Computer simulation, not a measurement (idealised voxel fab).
Module name: voxel gate over fins (process module)
Displayed cross-section: cut, width of 280 nm, square cells sized 5 nm.
When this document writes out a cross-section, it uses a grid of square cells and lists it as bands, beginning at the top and moving down, with a band standing for one or more rows of cells. Top height, bottom height, nm. Materials left to right, width each, nm. Single material + "throughout" = fills band edge to edge. "blank" = empty. Heights are expressed relative to 0, this being the level below which the as-received wafer comprises one material exclusively. The lowest band is unbounded in the downward direction and is denoted as in "0 nm and below". Note: "30->40" means the width goes from the first number (top row of the band) to the second number (bottom row) in equal steps per row of cells. Step marked "no change occurred"? Then no cell in the cross-section changed in it. The label "Voids lacking openings" introduces a list of the empty spaces, 8 cells or larger, that have no open way up to the top; each entry in it reads width x height at distance, where the distance is taken from the left edge and all three are stated in nm. Anything after a step's settings on that line? It's the simulator's own note about the step. A step's line can hold "overlay nm"; with a mask on that step, the setting says how far right of the planned place the mask lay, while a negative setting says it lay to the left.
### List of planned process steps
1) RECEIVE [material Si]
2) CONFORMAL_DEP [material SiN] [thk nm 10]
3) DIRECTIONAL_DEP [material aC] [thk nm 15]
4) PATTERN [tone cover] [mask id FINS] [material resist] [width nm 15] [pitch nm 50] [thk nm 30] [overlay nm 0]
5) DIRECTIONAL_ETCH [etch materials aC] [depth nm 15]
6) STRIP [etch materials resist]
7) DIRECTIONAL_ETCH [etch materials SiN] [depth nm 10]
8) DIRECTIONAL_ETCH [etch materials Si] [depth nm 30]
9) STRIP [etch materials aC]
10) OXIDIZE [depth nm 5]
11) FILL_DEP [material SiO2] [thk nm 15]
12) CMP [height nm 10]
13) MASKED_ETCH [tone open] [mask id RAIL] [width nm 15] [etch materials SiO2] [depth nm 35] [overlay nm 0]
14) CONFORMAL_DEP [material TiN] [thk nm 5]
15) FILL_DEP [material W] [thk nm 5]
16) CMP [height nm 10]
17) SELECTIVE_ETCH [etch materials W Ru TiN] [depth nm 25]
18) FILL_DEP [material SiO2] [thk nm 5]
19) CMP [height nm 10]
20) SELECTIVE_ETCH [etch materials SiO2] [depth nm 20]
21) STRIP [etch materials SiN]
22) CONFORMAL_DEP [material HfO2] [thk nm 5]
23) CONFORMAL_DEP [material TiN] [thk nm 5]
24) FILL_DEP [material W] [thk nm 15]
25) CMP [height nm 20]
26) CONFORMAL_DEP [material SiN] [thk nm 5]
### As received (post step 1): cross-section
* 0 nm and below  Si throughout
* Voids lacking openings: none
### Module complete - cross-section of the first of two wafers, run according to plan
* 25 nm to 20 nm  SiN throughout
* 20 nm to 10 nm  W throughout
* 10 nm to 5 nm  50 W / 25 TiN / 25 W / 25 TiN / 25 W / 25 TiN / 25 W / 25 TiN / 55 W
* 5 nm to 0 nm  50 W / 5 TiN / 15 HfO2 / 5 TiN / 25 W / 5 TiN / 15 HfO2 / 5 TiN / 25 W / 5 TiN / 15 HfO2 / 5 TiN / 25 W / 5 TiN / 15 HfO2 / 5 TiN / 55 W
* 0 nm to -5 nm  55 TiN / 5 HfO2 / 5 Si / 5 HfO2 / 35 TiN / 5 HfO2 / 5 Si / 5 HfO2 / 35 TiN / 5 HfO2 / 5 Si / 5 HfO2 / 35 TiN / 5 HfO2 / 5 Si / 5 HfO2 / 60 TiN
* -5 nm to -10 nm  60 HfO2 / 5 Si / 45 HfO2 / 5 Si / 45 HfO2 / 5 Si / 45 HfO2 / 5 Si / 65 HfO2
* -10 nm to -15 nm  60 SiO2 / 5 Si / 45 SiO2 / 5 Si / 45 SiO2 / 5 Si / 45 SiO2 / 5 Si / 65 SiO2
* -15 nm to -20 nm  60 SiO2 / 5 Si / 15 SiO2 / 5 TiN / 5 W / 5 TiN / 15 SiO2 / 5 Si / 45 SiO2 / 5 Si / 45 SiO2 / 5 Si / 65 SiO2
* -20 nm to -25 nm  60 SiO2 / 5 Si / 15 SiO2 / 15 TiN / 15 SiO2 / 5 Si / 45 SiO2 / 5 Si / 45 SiO2 / 5 Si / 65 SiO2
* -25 nm to -35 nm  60 SiO2 / 5 Si / 45 SiO2 / 5 Si / 45 SiO2 / 5 Si / 45 SiO2 / 5 Si / 65 SiO2
* -35 nm and below  Si throughout
* Voids lacking openings: none
### Cross-sectional image of the second wafer of the two following completion of the module. Starting state and process plan were the same as for the first wafer; one execution error occurred
* 25 nm to 20 nm  SiN throughout
* 20 nm to 5 nm  W throughout
* 5 nm to 0 nm  55 W / 15 TiN / 35 W / 15 TiN / 35 W / 15 TiN / 35 W / 15 TiN / 60 W
* 0 nm to -5 nm  55 W / 5 TiN / 5 Si / 5 TiN / 35 W / 5 TiN / 5 Si / 5 TiN / 35 W / 5 TiN / 5 Si / 5 TiN / 35 W / 5 TiN / 5 Si / 5 TiN / 60 W
* -5 nm to -10 nm  60 TiN / 5 Si / 45 TiN / 5 Si / 45 TiN / 5 Si / 45 TiN / 5 Si / 65 TiN
* -10 nm to -15 nm  60 SiO2 / 5 Si / 45 SiO2 / 5 Si / 45 SiO2 / 5 Si / 45 SiO2 / 5 Si / 65 SiO2
* -15 nm to -20 nm  60 SiO2 / 5 Si / 15 SiO2 / 5 TiN / 5 W / 5 TiN / 15 SiO2 / 5 Si / 45 SiO2 / 5 Si / 45 SiO2 / 5 Si / 65 SiO2
* -20 nm to -25 nm  60 SiO2 / 5 Si / 15 SiO2 / 15 TiN / 15 SiO2 / 5 Si / 45 SiO2 / 5 Si / 45 SiO2 / 5 Si / 65 SiO2
* -25 nm to -35 nm  60 SiO2 / 5 Si / 45 SiO2 / 5 Si / 45 SiO2 / 5 Si / 45 SiO2 / 5 Si / 65 SiO2
* -35 nm and below  Si throughout
* Voids lacking openings: none
Nonconformance to the process plan: step 22 of the plan never got run, it was skipped over
Final comparison by cell count, materials where the second wafer has more or fewer than the first: HfO2: 72 fewer, W: 72 more
